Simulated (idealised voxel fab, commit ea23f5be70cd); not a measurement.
Herein follows the process module entitled voxel transistor to metal.
The width of the displayed cross-section, cut, is 215 nm; its cells are square, with a size of 5 nm.
A cross-section in this document is a grid of square cells, and it is written down as bands, the top band listed before the ones below it; a band is made up of one or more rows of cells.
Read a band's entry like this: the first values are the height of its top and the height of its bottom in nm, and what follows is the sequence of materials from left to right, each with its width in nm. Note that "air" is empty space, and that a single material marked "all across" reaches across the band from edge to edge.
Note: height 0 marks the level under which the wafer is uniformly one material as received. Lowest band unbounded below, written "0 -> down".
A width such as "30..40" changes by the same amount from each row of cells to the next, from the band's top row to its bottom row.
Any step labelled "no alterations made" changed none of the cells in the cross-section.
"Enclosed void inventory" means: voids of 8 cells or more that are shut off from the top with no open way through. Written width x height at distance, distance from the left edge, in nm.
Text after the settings on a step's line: the simulator's own remark on that step.
overlay nm: mask offset rightward from planned place, masked step; negative means leftward offset.
If you're wondering how to read the rest of this, here's the deal. It's pairs of cross-sections: one from before a process step, one from after it. The after one is only drawn as far down as the lowest band that changed. Right under each pair you'll see which step sits between them and what its settings were. Don't read the pairs as one continuous story, though. They can come from different runs of this module on the same starting wafer, and a pair only carries on from the one above it where its entry headed "Ex-ante state" says so.
### Ex-ante state
- 30 -> 20 | SiO2 (50), TiN (5), Ru (10), TiN (5), SiO2 (70), TiN (5), Ru (10), TiN (5), SiO2 (55)
- 20 -> 10 | SiO2 (50), TiN (5), Ru (10), TiN (5), SiO2 (5), SiN (10), TiN (5), W (30), TiN (5), SiN (10), SiO2 (5), TiN (5), Ru (10), TiN (5), SiO2 (55)
- 10 -> 5 | SiO2 (50), TiN (10), Ru (5), TiN (5), SiO2 (5), SiN (10), TiN (5), W (30), TiN (5), SiN (10), SiO2 (5), TiN (5), Ru (5), TiN (10), SiO2 (55)
- 5 -> 0 | SiO2 (45), SiN (10), TiN (15), SiO2 (5), SiN (10), TiN (5), W (30), TiN (5), SiN (10), SiO2 (5), TiN (15), SiN (10), SiO2 (50)
- 0 -> -5 | SiO2 (55), nSi (20), SiO2 (10), TiN (40), SiO2 (10), nSi (20), SiO2 (60)
- -5 -> -25 | SiO2 (50), Si (110), SiO2 (55)
- -25 -> down | Si all across
- Enclosed void inventory: none
### Resulting Structure
- 35 -> 30 | TiN all across
- Heights below 30 show no change.
- Enclosed void inventory: none
To go from the before cross-section above to the after cross-section, apply DIRECTIONAL_DEP: material TiN, thk nm 5
Ex-ante state: look at the pair above, its after cross-section is where this step starts.
### Resulting Structure
- 50 -> 35 | Ru all across
- Heights below 35 show no change.
- Enclosed void inventory: none
To go from the before cross-section above to the after cross-section, apply DIRECTIONAL_DEP: material Ru, thk nm 15
Ex-ante state: look at the pair above, its after cross-section is where this step starts.
### Resulting Structure
- 70 -> 50 | air (50), resist (20), air (70), resist (20), air (55)
- Heights below 50 show no change.
- Enclosed void inventory: none
To go from the before cross-section above to the after cross-section, apply PATTERN: tone cover, mask id METAL_1, material resist, width nm 20, pitch nm 90, thk nm 20, overlay nm 0
Ex-ante state: look at the pair above, its after cross-section is where this step starts.
### Resulting Structure
- 70 -> 50 | air (50), resist (20), air (70), resist (20), air (55)
- 50 -> 35 | air (50), Ru (20), air (70), Ru (20), air (55)
- Heights below 35 show no change.
- Enclosed void inventory: none
To go from the before cross-section above to the after cross-section, apply DIRECTIONAL_ETCH: etch materials Ru, depth nm 15
Ex-ante state: look at the pair above, its after cross-section is where this step starts.
### Resulting Structure
- 70 -> 50 | air (50), resist (20), air (70), resist (20), air (55)
- 50 -> 35 | air (50), Ru (20), air (70), Ru (20), air (55)
- 35 -> 30 | air (50), TiN (20), air (70), TiN (20), air (55)
- Heights below 30 show no change.
- Enclosed void inventory: none
To go from the before cross-section above to the after cross-section, apply DIRECTIONAL_ETCH: etch materials TiN, depth nm 5
Ex-ante state: look at the pair above, its after cross-section is where this step starts.
### Resulting Structure
- 50 -> 35 | air (50), Ru (20), air (70), Ru (20), air (55)
- Heights below 35 show no change.
- Enclosed void inventory: none
To go from the before cross-section above to the after cross-section, apply STRIP: etch materials resist
Ex-ante state: look at the pair above, its after cross-section is where this step starts.
### Resulting Structure
- 55 -> 50 | air (45), SiCN (30), air (60), SiCN (30), air (50)
- 50 -> 35 | air (45), SiCN (5), Ru (20), SiCN (5), air (60), SiCN (5), Ru (20), SiCN (5), air (50)
- 35 -> 30 | SiCN (50), TiN (20), SiCN (70), TiN (20), SiCN (55)
- Heights below 30 show no change.
- Enclosed void inventory: none
To go from the before cross-section above to the after cross-section, apply CONFORMAL_DEP: material SiCN, thk nm 5
Ex-ante state: look at the pair above, its after cross-section is where this step starts.
### Resulting Structure
- 60 -> 55 | SiO2 all across
- 55 -> 50 | SiO2 (45), SiCN (30), SiO2 (60), SiCN (30), SiO2 (50)
- 50 -> 35 | SiO2 (45), SiCN (5), Ru (20), SiCN (5), SiO2 (60), SiCN (5), Ru (20), SiCN (5), SiO2 (50)
- Heights below 35 show no change.
- Enclosed void inventory: none
To go from the before cross-section above to the after cross-section, apply FILL_DEP: material SiO2, thk nm 5
Ex-ante state: look at the pair above, its after cross-section is where this step starts.
### Resulting Structure
- 50 -> 35 | SiO2 (45), SiCN (5), Ru (20), SiCN (5), SiO2 (60), SiCN (5), Ru (20), SiCN (5), SiO2 (50)
- Heights below 35 show no change.
- Enclosed void inventory: none
To go from the before cross-section above to the after cross-section, apply CMP: height nm 50
Ex-ante state: look at the pair above, its after cross-section is where this step starts.
### Resulting Structure
- 55 -> 50 | SiN all across
- Heights below 50 show no change.
- Enclosed void inventory: none
To go from the before cross-section above to the after cross-section, apply CONFORMAL_DEP: material SiN, thk nm 5
### Ex-ante state
- 35 -> 20 | air (45), aC (120), air (50)
- 20 -> 5 | air (45), SiN (120), air (50)
- 5 -> 0 | air (45), SiO2 (120), air (50)
- 0 -> -20 | air (45), Si (120), air (50)
- -20 -> down | Si all across
- Enclosed void inventory: none
### Resulting Structure
- 35 -> 20 | air (45), aC (120), air (50)
- 20 -> 5 | air (45), SiN (120), air (50)
- 5 -> 0 | air (45), SiO2 (120), air (50)
- 0 -> -40 | air (45), Si (120), air (50)
- Heights below -40 show no change.
- Enclosed void inventory: none
To go from the before cross-section above to the after cross-section, apply DIRECTIONAL_ETCH: etch materials Si, depth nm 20
Ex-ante state: look at the pair above, its after cross-section is where this step starts.
### Resulting Structure
- 20 -> 5 | air (45), SiN (120), air (50)
- Heights below 5 show no change.
- Enclosed void inventory: none
To go from the before cross-section above to the after cross-section, apply STRIP: etch materials aC
Ex-ante state: look at the pair above, its after cross-section is where this step starts.
### Resulting Structure
- 20 -> 5 | air (45), SiN (120), air (50)
- 5 -> 0 | air (45), SiO2 (120), air (50)
- 0 -> -40 | air (45), SiO2 (5), Si (110), SiO2 (5), air (50)
- -40 -> -45 | SiO2 (50), Si (110), SiO2 (55)
- Heights below -45 show no change.
- Enclosed void inventory: none
To go from the before cross-section above to the after cross-section, apply OXIDIZE: depth nm 5
Ex-ante state: look at the pair above, its after cross-section is where this step starts.
### Resulting Structure
- 35 -> 20 | SiO2 all across
- 20 -> 5 | SiO2 (45), SiN (120), SiO2 (50)
- 5 -> 0 | SiO2 all across
- 0 -> -45 | SiO2 (50), Si (110), SiO2 (55)
- Heights below -45 show no change.
- Enclosed void inventory: none
To go from the before cross-section above to the after cross-section, apply FILL_DEP: material SiO2, thk nm 15
Ex-ante state: look at the pair above, its after cross-section is where this step starts.
### Resulting Structure
- 20 -> 5 | SiO2 (45), SiN (120), SiO2 (50)
- Heights below 5 show no change.
- Enclosed void inventory: none
To go from the before cross-section above to the after cross-section, apply CMP: height nm 20
Ex-ante state: look at the pair above, its after cross-section is where this step starts.
### Resulting Structure
- 20 -> 10 | air (45), SiN (120), air (50)
- Heights below 10 show no change.
- Enclosed void inventory: none
To go from the before cross-section above to the after cross-section, apply SELECTIVE_ETCH: etch materials SiO2, depth nm 10
Ex-ante state: look at the pair above, its after cross-section is where this step starts.
### Resulting Structure
- 10 -> 5 | SiO2 (45), air (120), SiO2 (50)
- Heights below 5 show no change.
- Enclosed void inventory: none
To go from the before cross-section above to the after cross-section, apply STRIP: etch materials SiN
Ex-ante state: look at the pair above, its after cross-section is where this step starts.
### Resulting Structure
- 5 -> 0 | SiO2 (40), air (130), SiO2 (45)
- Heights below 0 show no change.
- Enclosed void inventory: none
To go from the before cross-section above to the after cross-section, apply SELECTIVE_ETCH: etch materials SiO2, depth nm 5
Ex-ante state: look at the pair above, its after cross-section is where this step starts.
### Resulting Structure
- 5 -> 0 | SiO2 (40), air (130), SiO2 (45)
- 0 -> -5 | SiO2 all across
- Heights below -5 show no change.
- Enclosed void inventory: none
To go from the before cross-section above to the after cross-section, apply OXIDIZE: depth nm 5
Ex-ante state: look at the pair above, its after cross-section is where this step starts.
### Resulting Structure
- 30 -> 25 | polySi (40), air (130), polySi (45)
- 25 -> 5 | polySi all across
- 5 -> 0 | SiO2 (40), polySi (130), SiO2 (45)
- Heights below 0 show no change.
- Enclosed void inventory: none
To go from the before cross-section above to the after cross-section, apply DIRECTIONAL_DEP: material polySi, thk nm 25
Ex-ante state: look at the pair above, its after cross-section is where this step starts.
### Resulting Structure
- 40 -> 35 | SiCN (40), air (130), SiCN (45)
- 35 -> 30 | SiCN all across
- 30 -> 25 | polySi (40), SiCN (130), polySi (45)
- Heights below 25 show no change.
- Enclosed void inventory: none
To go from the before cross-section above to the after cross-section, apply DIRECTIONAL_DEP: material SiCN, thk nm 10
Ex-ante state: look at the pair above, its after cross-section is where this step starts.
### Resulting Structure
- 35 -> 30 | air (90), SiCN (30), air (95)
- 30 -> 25 | polySi (40), air (50), SiCN (30), air (50), polySi (45)
- Heights below 25 show no change.
- Enclosed void inventory: none
To go from the before cross-section above to the after cross-section, apply MASKED_ETCH: tone cover, mask id GATE, width nm 30, etch materials SiCN, depth nm 20, overlay nm 0
Ex-ante state: look at the pair above, its after cross-section is where this step starts.
### Resulting Structure
- 35 -> 25 | air (90), SiCN (30), air (95)
- 25 -> 5 | air (90), polySi (30), air (95)
- 5 -> 0 | SiO2 (40), air (50), polySi (30), air (50), SiO2 (45)
- Heights below 0 show no change.
- Enclosed void inventory: none
To go from the before cross-section above to the after cross-section, apply MASKED_ETCH: tone cover, mask id GATE, width nm 30, etch materials polySi, depth nm 35, overlay nm 0
Ex-ante state: look at the pair above, its after cross-section is where this step starts.
### Resulting Structure
- 40 -> 35 | air (85), SiO2 (40), air (90)
- 35 -> 25 | air (85), SiO2 (5), SiCN (30), SiO2 (5), air (90)
- 25 -> 10 | air (85), SiO2 (5), polySi (30), SiO2 (5), air (90)
- 10 -> 5 | SiO2 (45), air (40), SiO2 (5), polySi (30), SiO2 (5), air (40), SiO2 (50)
- 5 -> 0 | SiO2 (90), polySi (30), SiO2 (95)
- Heights below 0 show no change.
- Enclosed void inventory: none
To go from the before cross-section above to the after cross-section, apply CONFORMAL_DEP: material SiO2, thk nm 5
Ex-ante state: look at the pair above, its after cross-section is where this step starts.
### Resulting Structure
- 35 -> 25 | air (85), SiO2 (5), SiCN (30), SiO2 (5), air (90)
- 25 -> 5 | air (85), SiO2 (5), polySi (30), SiO2 (5), air (90)
- 5 -> 0 | SiO2 (45), air (40), SiO2 (5), polySi (30), SiO2 (5), air (40), SiO2 (50)
- Heights below 0 show no change.
- Enclosed void inventory: none
To go from the before cross-section above to the after cross-section, apply DIRECTIONAL_ETCH: etch materials SiO2, depth nm 5
Ex-ante state: look at the pair above, its after cross-section is where this step starts.
### Resulting Structure
- 45 -> 35 | air (75), SiN (60), air (80)
- 35 -> 25 | air (75), SiN (10), SiO2 (5), SiCN (30), SiO2 (5), SiN (10), air (80)
- 25 -> 15 | air (75), SiN (10), SiO2 (5), polySi (30), SiO2 (5), SiN (10), air (80)
- 15 -> 10 | SiN (55), air (20), SiN (10), SiO2 (5), polySi (30), SiO2 (5), SiN (10), air (20), SiN (60)
- 10 -> 5 | SiN (85), SiO2 (5), polySi (30), SiO2 (5), SiN (90)
- 5 -> 0 | SiO2 (45), SiN (40), SiO2 (5), polySi (30), SiO2 (5), SiN (40), SiO2 (50)
- Heights below 0 show no change.
- Enclosed void inventory: none
To go from the before cross-section above to the after cross-section, apply CONFORMAL_DEP: material SiN, thk nm 10
Ex-ante state: look at the pair above, its after cross-section is where this step starts.
### Resulting Structure
- 35 -> 25 | air (75), SiN (10), SiO2 (5), SiCN (30), SiO2 (5), SiN (10), air (80)
- 25 -> 5 | air (75), SiN (10), SiO2 (5), polySi (30), SiO2 (5), SiN (10), air (80)
- 5 -> 0 | SiO2 (45), SiN (10), air (20), SiN (10), SiO2 (5), polySi (30), SiO2 (5), SiN (10), air (20), SiN (10), SiO2 (50)
- Heights below 0 show no change.
- Enclosed void inventory: none
To go from the before cross-section above to the after cross-section, apply DIRECTIONAL_ETCH: etch materials SiN, depth nm 10
Ex-ante state: look at the pair above, its after cross-section is where this step starts.
### Resulting Structure
- 35 -> 30 | air (75), SiN (10), air (5), SiCN (30), air (5), SiN (10), air (80)
- 30 -> 25 | air (75), SiN (10), SiO2 (5), SiCN (30), SiO2 (5), SiN (10), air (80)
- 25 -> 5 | air (75), SiN (10), SiO2 (5), polySi (30), SiO2 (5), SiN (10), air (80)
- 5 -> 0 | air (45), SiN (10), air (20), SiN (10), SiO2 (5), polySi (30), SiO2 (5), SiN (10), air (20), SiN (10), air (50)
- 0 -> -5 | SiO2 (55), air (20), SiO2 (60), air (20), SiO2 (60)
- Heights below -5 show no change.
- Enclosed void inventory: none
To go from the before cross-section above to the after cross-section, apply DIRECTIONAL_ETCH: etch materials SiO2, depth nm 5
Ex-ante state: look at the pair above, its after cross-section is where this step starts.
### Resulting Structure
- 35 -> 30 | air (75), SiN (10), air (5), SiCN (30), air (5), SiN (10), air (80)
- 30 -> 25 | air (75), SiN (10), SiO2 (5), SiCN (30), SiO2 (5), SiN (10), air (80)
- 25 -> 5 | air (75), SiN (10), SiO2 (5), polySi (30), SiO2 (5), SiN (10), air (80)
- 5 -> 0 | air (45), SiN (10), air (20), SiN (10), SiO2 (5), polySi (30), SiO2 (5), SiN (10), air (20), SiN (10), air (50)
- 0 -> -5 | SiO2 (55), nSi (20), SiO2 (60), nSi (20), SiO2 (60)
- Heights below -5 show no change.
- Enclosed void inventory: none
To go from the before cross-section above to the after cross-section, apply EPI: material nSi, thk nm 5
Ex-ante state: look at the pair above, its after cross-section is where this step starts.
### Resulting Structure
- 45 -> 35 | SiO2 all across
- 35 -> 25 | SiO2 (75), SiN (10), SiO2 (5), SiCN (30), SiO2 (5), SiN (10), SiO2 (80)
- 25 -> 5 | SiO2 (75), SiN (10), SiO2 (5), polySi (30), SiO2 (5), SiN (10), SiO2 (80)
- 5 -> 0 | SiO2 (45), SiN (10), SiO2 (20), SiN (10), SiO2 (5), polySi (30), SiO2 (5), SiN (10), SiO2 (20), SiN (10), SiO2 (50)
- Heights below 0 show no change.
- Enclosed void inventory: none
To go from the before cross-section above to the after cross-section, apply FILL_DEP: material SiO2, thk nm 10
Ex-ante state: look at the pair above, its after cross-section is where this step starts.
### Resulting Structure
- 25 -> 5 | SiO2 (75), SiN (10), SiO2 (5), polySi (30), SiO2 (5), SiN (10), SiO2 (80)
- Heights below 5 show no change.
- Enclosed void inventory: none
To go from the before cross-section above to the after cross-section, apply CMP: height nm 25
Ex-ante state: look at the pair above, its after cross-section is where this step starts.
### Resulting Structure
- 25 -> 5 | SiO2 (75), SiN (10), SiO2 (5), air (30), SiO2 (5), SiN (10), SiO2 (80)
- 5 -> 0 | SiO2 (45), SiN (10), SiO2 (20), SiN (10), SiO2 (5), air (30), SiO2 (5), SiN (10), SiO2 (20), SiN (10), SiO2 (50)
- Heights below 0 show no change.
- Enclosed void inventory: none
To go from the before cross-section above to the after cross-section, apply STRIP: etch materials polySi
Ex-ante state: look at the pair above, its after cross-section is where this step starts.
### Resulting Structure
- 25 -> 20 | air (75), SiN (10), air (40), SiN (10), air (80)
- 20 -> 5 | SiO2 (75), SiN (10), air (40), SiN (10), SiO2 (80)
- 5 -> 0 | SiO2 (45), SiN (10), SiO2 (20), SiN (10), air (40), SiN (10), SiO2 (20), SiN (10), SiO2 (50)
- 0 -> -5 | SiO2 (55), nSi (20), SiO2 (10), air (40), SiO2 (10), nSi (20), SiO2 (60)
- Heights below -5 show no change.
- Enclosed void inventory: none
To go from the before cross-section above to the after cross-section, apply SELECTIVE_ETCH: etch materials SiO2, depth nm 5
Ex-ante state: look at the pair above, its after cross-section is where this step starts.
### Resulting Structure
- 30 -> 25 | air (70), HfO2 (20), air (30), HfO2 (20), air (75)
- 25 -> 20 | HfO2 (75), SiN (10), HfO2 (5), air (30), HfO2 (5), SiN (10), HfO2 (80)
- 20 -> 5 | SiO2 (75), SiN (10), HfO2 (5), air (30), HfO2 (5), SiN (10), SiO2 (80)
- 5 -> 0 | SiO2 (45), SiN (10), SiO2 (20), SiN (10), HfO2 (5), air (30), HfO2 (5), SiN (10), SiO2 (20), SiN (10), SiO2 (50)
- 0 -> -5 | SiO2 (55), nSi (20), SiO2 (10), HfO2 (40), SiO2 (10), nSi (20), SiO2 (60)
- Heights below -5 show no change.
- Enclosed void inventory: none
To go from the before cross-section above to the after cross-section, apply CONFORMAL_DEP: material HfO2, thk nm 5
Ex-ante state: look at the pair above, its after cross-section is where this step starts.
### Resulting Structure
- 35 -> 30 | air (65), TiN (30), air (20), TiN (30), air (70)
- 30 -> 25 | TiN (70), HfO2 (20), TiN (5), air (20), TiN (5), HfO2 (20), TiN (75)
- 25 -> 20 | HfO2 (75), SiN (10), HfO2 (5), TiN (5), air (20), TiN (5), HfO2 (5), SiN (10), HfO2 (80)
- 20 -> 5 | SiO2 (75), SiN (10), HfO2 (5), TiN (5), air (20), TiN (5), HfO2 (5), SiN (10), SiO2 (80)
- 5 -> 0 | SiO2 (45), SiN (10), SiO2 (20), SiN (10), HfO2 (5), TiN (30), HfO2 (5), SiN (10), SiO2 (20), SiN (10), SiO2 (50)
- Heights below 0 show no change.
- Enclosed void inventory: none
To go from the before cross-section above to the after cross-section, apply CONFORMAL_DEP: material TiN, thk nm 5
Ex-ante state: look at the pair above, its after cross-section is where this step starts.
### Resulting Structure
- 45 -> 35 | W all across
- 35 -> 30 | W (65), TiN (30), W (20), TiN (30), W (70)
- 30 -> 25 | TiN (70), HfO2 (20), TiN (5), W (20), TiN (5), HfO2 (20), TiN (75)
- 25 -> 20 | HfO2 (75), SiN (10), HfO2 (5), TiN (5), W (20), TiN (5), HfO2 (5), SiN (10), HfO2 (80)
- 20 -> 5 | SiO2 (75), SiN (10), HfO2 (5), TiN (5), W (20), TiN (5), HfO2 (5), SiN (10), SiO2 (80)
- Heights below 5 show no change.
- Enclosed void inventory: none
To go from the before cross-section above to the after cross-section, apply FILL_DEP: material W, thk nm 10
Ex-ante state: look at the pair above, its after cross-section is where this step starts.
### Resulting Structure
- 20 -> 5 | SiO2 (75), SiN (10), HfO2 (5), TiN (5), W (20), TiN (5), HfO2 (5), SiN (10), SiO2 (80)
- Heights below 5 show no change.
- Enclosed void inventory: none
To go from the before cross-section above to the after cross-section, apply CMP: height nm 20
Ex-ante state: look at the pair above, its after cross-section is where this step starts.
### Resulting Structure
- 30 -> 20 | SiO2 all across
- Heights below 20 show no change.
- Enclosed void inventory: none
To go from the before cross-section above to the after cross-section, apply DIRECTIONAL_DEP: material SiO2, thk nm 10
Ex-ante state: look at the pair above, its after cross-section is where this step starts.
### Resulting Structure
- 50 -> 30 | resist (50), air (20), resist (70), air (20), resist (55)
- Heights below 30 show no change.
- Enclosed void inventory: none
To go from the before cross-section above to the after cross-section, apply PATTERN: tone open, mask id CONTACT, material resist, width nm 20, pitch nm 90, thk nm 20, overlay nm 0
Ex-ante state: look at the pair above, its after cross-section is where this step starts.
### Resulting Structure
- 50 -> 30 | resist (50), air (20), resist (70), air (20), resist (55)
- 30 -> 20 | SiO2 (50), air (20), SiO2 (70), air (20), SiO2 (55)
- 20 -> 5 | SiO2 (50), air (20), SiO2 (5), SiN (10), HfO2 (5), TiN (5), W (20), TiN (5), HfO2 (5), SiN (10), SiO2 (5), air (20), SiO2 (55)
- 5 -> 0 | SiO2 (45), SiN (10), air (15), SiO2 (5), SiN (10), HfO2 (5), TiN (30), HfO2 (5), SiN (10), SiO2 (5), air (15), SiN (10), SiO2 (50)
- Heights below 0 show no change.
- Enclosed void inventory: none
To go from the before cross-section above to the after cross-section, apply DIRECTIONAL_ETCH: etch materials SiO2, depth nm 30
Ex-ante state: look at the pair above, its after cross-section is where this step starts.
### Resulting Structure
- 30 -> 20 | SiO2 (50), air (20), SiO2 (70), air (20), SiO2 (55)
- Heights below 20 show no change.
- Enclosed void inventory: none
To go from the before cross-section above to the after cross-section, apply STRIP: etch materials resist
Ex-ante state: look at the pair above, its after cross-section is where this step starts.
### Resulting Structure
- 35 -> 30 | TiN (55), air (10), TiN (80), air (10), TiN (60)
- 30 -> 20 | SiO2 (50), TiN (5), air (10), TiN (5), SiO2 (70), TiN (5), air (10), TiN (5), SiO2 (55)
- 20 -> 10 | SiO2 (50), TiN (5), air (10), TiN (5), SiO2 (5), SiN (10), HfO2 (5), TiN (5), W (20), TiN (5), HfO2 (5), SiN (10), SiO2 (5), TiN (5), air (10), TiN (5), SiO2 (55)
- 10 -> 5 | SiO2 (50), TiN (10), air (5), TiN (5), SiO2 (5), SiN (10), HfO2 (5), TiN (5), W (20), TiN (5), HfO2 (5), SiN (10), SiO2 (5), TiN (5), air (5), TiN (10), SiO2 (55)
- 5 -> 0 | SiO2 (45), SiN (10), TiN (15), SiO2 (5), SiN (10), HfO2 (5), TiN (30), HfO2 (5), SiN (10), SiO2 (5), TiN (15), SiN (10), SiO2 (50)
- Heights below 0 show no change.
- Enclosed void inventory: none
To go from the before cross-section above to the after cross-section, apply CONFORMAL_DEP: material TiN, thk nm 5
Ex-ante state: look at the pair above, its after cross-section is where this step starts.
### Resulting Structure
- 40 -> 35 | Ru all across
- 35 -> 30 | TiN (55), Ru (10), TiN (80), Ru (10), TiN (60)
- 30 -> 20 | SiO2 (50), TiN (5), Ru (10), TiN (5), SiO2 (70), TiN (5), Ru (10), TiN (5), SiO2 (55)
- 20 -> 10 | SiO2 (50), TiN (5), Ru (10), TiN (5), SiO2 (5), SiN (10), HfO2 (5), TiN (5), W (20), TiN (5), HfO2 (5), SiN (10), SiO2 (5), TiN (5), Ru (10), TiN (5), SiO2 (55)
- 10 -> 5 | SiO2 (50), TiN (10), Ru (5), TiN (5), SiO2 (5), SiN (10), HfO2 (5), TiN (5), W (20), TiN (5), HfO2 (5), SiN (10), SiO2 (5), TiN (5), Ru (5), TiN (10), SiO2 (55)
- Heights below 5 show no change.
- Enclosed void inventory: none
To go from the before cross-section above to the after cross-section, apply FILL_DEP: material Ru, thk nm 5
Ex-ante state: look at the pair above, its after cross-section is where this step starts.
### Resulting Structure
- 30 -> 20 | SiO2 (50), TiN (5), Ru (10), TiN (5), SiO2 (70), TiN (5), Ru (10), TiN (5), SiO2 (55)
- Heights below 20 show no change.
- Enclosed void inventory: none
To go from the before cross-section above to the after cross-section, apply CMP: height nm 30
Ex-ante state: look at the pair above, its after cross-section is where this step starts.
### Resulting Structure
- 35 -> 30 | TiN all across
- Heights below 30 show no change.
- Enclosed void inventory: none
To go from the before cross-section above to the after cross-section, apply DIRECTIONAL_DEP: material TiN, thk nm 5
Ex-ante state: look at the pair above, its after cross-section is where this step starts.
### Resulting Structure
- 50 -> 35 | Ru all across
- Heights below 35 show no change.
- Enclosed void inventory: none
To go from the before cross-section above to the after cross-section, apply DIRECTIONAL_DEP: material Ru, thk nm 15
Ex-ante state: look at the pair above, its after cross-section is where this step starts.
### Resulting Structure
- 70 -> 50 | air (50), resist (20), air (70), resist (20), air (55)
- Heights below 50 show no change.
- Enclosed void inventory: none
To go from the before cross-section above to the after cross-section, apply PATTERN: tone cover, mask id METAL_1, material resist, width nm 20, pitch nm 90, thk nm 20, overlay nm 0
Ex-ante state: look at the pair above, its after cross-section is where this step starts.
### Resulting Structure
- 70 -> 50 | air (50), resist (20), air (70), resist (20), air (55)
- 50 -> 35 | air (50), Ru (20), air (70), Ru (20), air (55)
- Heights below 35 show no change.
- Enclosed void inventory: none
To go from the before cross-section above to the after cross-section, apply DIRECTIONAL_ETCH: etch materials Ru, depth nm 15
Ex-ante state: look at the pair above, its after cross-section is where this step starts.
### Resulting Structure
- 70 -> 50 | air (50), resist (20), air (70), resist (20), air (55)
- 50 -> 35 | air (50), Ru (20), air (70), Ru (20), air (55)
- 35 -> 30 | air (50), TiN (20), air (70), TiN (20), air (55)
- Heights below 30 show no change.
- Enclosed void inventory: none
To go from the before cross-section above to the after cross-section, apply DIRECTIONAL_ETCH: etch materials TiN, depth nm 5
Ex-ante state: look at the pair above, its after cross-section is where this step starts.
### Resulting Structure
- 50 -> 35 | air (50), Ru (20), air (70), Ru (20), air (55)
- Heights below 35 show no change.
- Enclosed void inventory: none
To go from the before cross-section above to the after cross-section, apply STRIP: etch materials resist
Ex-ante state: look at the pair above, its after cross-section is where this step starts.
### Resulting Structure
- 55 -> 50 | air (45), SiCN (30), air (60), SiCN (30), air (50)
- 50 -> 35 | air (45), SiCN (5), Ru (20), SiCN (5), air (60), SiCN (5), Ru (20), SiCN (5), air (50)
- 35 -> 30 | SiCN (50), TiN (20), SiCN (70), TiN (20), SiCN (55)
- Heights below 30 show no change.
- Enclosed void inventory: none
To go from the before cross-section above to the after cross-section, apply CONFORMAL_DEP: material SiCN, thk nm 5
Ex-ante state: look at the pair above, its after cross-section is where this step starts.
### Resulting Structure
- 60 -> 55 | SiO2 all across
- 55 -> 50 | SiO2 (45), SiCN (30), SiO2 (60), SiCN (30), SiO2 (50)
- 50 -> 35 | SiO2 (45), SiCN (5), Ru (20), SiCN (5), SiO2 (60), SiCN (5), Ru (20), SiCN (5), SiO2 (50)
- Heights below 35 show no change.
- Enclosed void inventory: none
To go from the before cross-section above to the after cross-section, apply FILL_DEP: material SiO2, thk nm 5
Ex-ante state: look at the pair above, its after cross-section is where this step starts.
### Resulting Structure
- 50 -> 35 | SiO2 (45), SiCN (5), Ru (20), SiCN (5), SiO2 (60), SiCN (5), Ru (20), SiCN (5), SiO2 (50)
- Heights below 35 show no change.
- Enclosed void inventory: none
To go from the before cross-section above to the after cross-section, apply CMP: height nm 50
Ex-ante state: look at the pair above, its after cross-section is where this step starts.
### Resulting Structure
- 55 -> 50 | SiN all across
- Heights below 50 show no change.
- Enclosed void inventory: none
To go from the before cross-section above to the after cross-section, apply CONFORMAL_DEP: material SiN, thk nm 5
### Ex-ante state
- 30 -> 20 | SiO2 (50), TiN (5), Ru (10), TiN (5), SiO2 (70), TiN (5), Ru (10), TiN (5), SiO2 (55)
- 20 -> 10 | SiO2 (50), TiN (5), Ru (10), TiN (5), SiO2 (5), SiN (10), HfO2 (5), TiN (5), W (20), TiN (5), HfO2 (5), SiN (10), SiO2 (5), TiN (5), Ru (10), TiN (5), SiO2 (55)
- 10 -> 5 | SiO2 (50), TiN (10), Ru (5), TiN (5), SiO2 (5), SiN (10), HfO2 (5), TiN (5), W (20), TiN (5), HfO2 (5), SiN (10), SiO2 (5), TiN (5), Ru (5), TiN (10), SiO2 (55)
- 5 -> 0 | SiO2 (45), SiN (10), TiN (15), SiO2 (5), SiN (10), HfO2 (5), TiN (30), HfO2 (5), SiN (10), SiO2 (5), TiN (15), SiN (10), SiO2 (50)
- 0 -> -5 | SiO2 (55), nSi (20), SiO2 (10), HfO2 (40), SiO2 (10), nSi (20), SiO2 (60)
- -5 -> -25 | SiO2 (50), Si (110), SiO2 (55)
- -25 -> down | Si all across
- Enclosed void inventory: none
### Resulting Structure
- 45 -> 30 | Ru all across
- Heights below 30 show no change.
- Enclosed void inventory: none
To go from the before cross-section above to the after cross-section, apply DIRECTIONAL_DEP: material Ru, thk nm 15
Ex-ante state: look at the pair above, its after cross-section is where this step starts.
### Resulting Structure
- 50 -> 45 | TiN all across
- Heights below 45 show no change.
- Enclosed void inventory: none
To go from the before cross-section above to the after cross-section, apply DIRECTIONAL_DEP: material TiN, thk nm 5
Ex-ante state: look at the pair above, its after cross-section is where this step starts.
### Resulting Structure
- 70 -> 50 | air (50), resist (20), air (70), resist (20), air (55)
- Heights below 50 show no change.
- Enclosed void inventory: none
To go from the before cross-section above to the after cross-section, apply PATTERN: tone cover, mask id METAL_1, material resist, width nm 20, pitch nm 90, thk nm 20, overlay nm 0
Ex-ante state: look at the pair above, its after cross-section is where this step starts.
### Resulting Structure
- 70 -> 50 | air (50), resist (20), air (70), resist (20), air (55)
- 50 -> 45 | air (50), TiN (20), air (70), TiN (20), air (55)
- Heights below 45 show no change.
- Enclosed void inventory: none
To go from the before cross-section above to the after cross-section, apply DIRECTIONAL_ETCH: etch materials TiN, depth nm 5
Ex-ante state: look at the pair above, its after cross-section is where this step starts.
### Resulting Structure
- 50 -> 45 | air (50), TiN (20), air (70), TiN (20), air (55)
- Heights below 45 show no change.
- Enclosed void inventory: none
To go from the before cross-section above to the after cross-section, apply STRIP: etch materials resist
Ex-ante state: look at the pair above, its after cross-section is where this step starts.
### Resulting Structure
- 55 -> 50 | air (45), SiCN (30), air (60), SiCN (30), air (50)
- 50 -> 45 | SiCN (50), TiN (20), SiCN (70), TiN (20), SiCN (55)
- Heights below 45 show no change.
- Enclosed void inventory: none
To go from the before cross-section above to the after cross-section, apply CONFORMAL_DEP: material SiCN, thk nm 5
Ex-ante state: look at the pair above, its after cross-section is where this step starts.
### Resulting Structure
- 60 -> 55 | SiO2 all across
- 55 -> 50 | SiO2 (45), SiCN (30), SiO2 (60), SiCN (30), SiO2 (50)
- Heights below 50 show no change.
- Enclosed void inventory: none
To go from the before cross-section above to the after cross-section, apply FILL_DEP: material SiO2, thk nm 5
Ex-ante state: look at the pair above, its after cross-section is where this step starts.
### Resulting Structure
- 50 -> 45 | SiCN (50), TiN (20), SiCN (70), TiN (20), SiCN (55)
- Heights below 45 show no change.
- Enclosed void inventory: none
To go from the before cross-section above to the after cross-section, apply CMP: height nm 50
Ex-ante state: look at the pair above, its after cross-section is where this step starts.
### Resulting Structure
- 55 -> 50 | SiN all across
- Heights below 50 show no change.
- Enclosed void inventory: none
To go from the before cross-section above to the after cross-section, apply CONFORMAL_DEP: material SiN, thk nm 5
